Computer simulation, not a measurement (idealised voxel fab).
process module | voxel double patterning
cross-section cut | 280 nm wide | cells 5 nm
A cross-section is a grid of square cells, given in bands from the top down. A band is one or more rows of cells.
Each band's line starts with the height of the band's top and of its bottom, in nm. Then come its materials from left to right, each with its width in nm. One material with "throughout" fills the band from edge to edge. "air" is empty space.
Height 0 is the level under which the wafer as received is all one material. The lowest band goes on downwards, as in "0 down".
A width such as "30 to 40" changes by the same amount from each row of cells to the next, from the band's top row to its bottom row.
"no change" after a step means that no cell of the cross-section changed.
closed voids: empty space of 8 cells or more with no open way to the top, each as width x height at its distance from the left edge, in nm
after a step's settings: what the simulator itself notes on the step
overlay nm, on a step with a mask: how far to the right of its planned place the mask lay; to the left if negative
plan
1 op RECEIVE | material Si
2 op CONFORMAL_DEP | material SiO2 | thk nm 5
3 op DIRECTIONAL_DEP | material TiN | thk nm 20
4 op DIRECTIONAL_DEP | material SiCN | thk nm 5
5 op PATTERN | tone open | mask id FIRST | material resist | width nm 15 | pitch nm 50 | thk nm 15 | overlay nm 0
6 op DIRECTIONAL_ETCH | etch materials SiCN | depth nm 5
7 op STRIP | etch materials resist
8 op PATTERN | tone open | mask id SECOND | material resist | width nm 15 | thk nm 15 | overlay nm 0
9 op DIRECTIONAL_ETCH | etch materials SiCN | depth nm 5
10 op STRIP | etch materials resist
11 op DIRECTIONAL_ETCH | etch materials TiN | depth nm 20
12 op STRIP | etch materials SiCN
varied across the wafers: width nm of step 5. The plan shows the first wafer's value. All wafers start alike
first wafer as received, after step 1
  0 down: Si throughout
  closed voids: none
first wafer at the end, after step 12
  25 to 5: TiN 105 | air 15 | TiN 10 | air 15 | TiN 10 | air 15 | TiN 110
  5 to 0: SiO2 throughout
  0 down: Si throughout
  closed voids: none
last wafer at the end
  25 to 5: TiN 100 | air 45 | TiN 5 | air 30 | TiN 100
  5 to 0: SiO2 throughout
  0 down: Si throughout
  closed voids: none
each wafer at the end: cells of each material gained (+) or lost (-) since it was received, then its closed voids
width nm 15 | +56 SiO2 | +188 TiN | closed voids: none
width nm 20 | +56 SiO2 | +180 TiN | closed voids: none
width nm 25 | +56 SiO2 | +172 TiN | closed voids: none
width nm 30 | +56 SiO2 | +164 TiN | closed voids: none
